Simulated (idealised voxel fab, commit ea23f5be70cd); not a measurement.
The following is a process module called voxel released beams.
It is cross-section cut that appears here, measuring 140 nm in width, its square cells being 5 nm in size.
Cross-section format: a grid of square cells, given as bands from top to bottom; each band is one or more rows of cells.
The entry gives the band's vertical extent as a top height and a bottom height in nm, then its horizontal make-up as materials from left to right, each with a width in nm. "air" stands for empty space; a single material marked "throughout" fills the band edge to edge.
Height reference: 0 = level under which incoming wafer is all one material. Lowest band: no bottom, runs on downward, e.g. "0..down".
Width: "30 to 40" (first number = top row, second number = bottom row, same change from row to row of cells).
You'll sometimes find "nothing different" written for a step, and that's the way of saying that nowhere in the cross-section did a cell change during that step.
"Closed void catalog" means: voids of 8 cells or more that are shut off from the top with no open way through. Written width x height at distance, distance from the left edge, in nm.
Anything after a step's settings on that line? It's the simulator's own note about the step.
"overlay nm", when on a step's line for a step with a mask, measures how far to the right of its planned place the mask lay; a negative measure means to the left.

Set out below are the planned steps of the process:
1 RECEIVE: material Si
2 CONFORMAL_DEP: material Al2O3, thk nm 10
3 DIRECTIONAL_DEP: material SiO2, thk nm 20
4 DIRECTIONAL_DEP: material aC, thk nm 10
5 PATTERN: tone open, mask id ANCHOR, material resist, width nm 35, thk nm 25, overlay nm 0
6 DIRECTIONAL_ETCH: etch materials aC, depth nm 10
7 STRIP: etch materials resist
8 DIRECTIONAL_ETCH: etch materials SiO2, depth nm 20
9 STRIP: etch materials aC
10 CONFORMAL_DEP: material W, thk nm 15
11 MASKED_ETCH: tone cover, mask id BEAM, width nm 105, etch materials W, depth nm 15, overlay nm 0
12 STRIP: etch materials SiO2

as received, after step 1:
    0..down: Si throughout
    Closed void catalog: none

Cross-sectional result after module completion. Note: starting condition and plan are unchanged from above; one processing mistake was made:
    45..30: air 15; W 105; air 20
    30..10: W throughout
    10..0: Al2O3 throughout
    0..down: Si throughout
    Closed void catalog: none
Here's what went sideways: step 3 was not run as planned; what actually ran was DIRECTIONAL_DEP: material W, thk nm 20
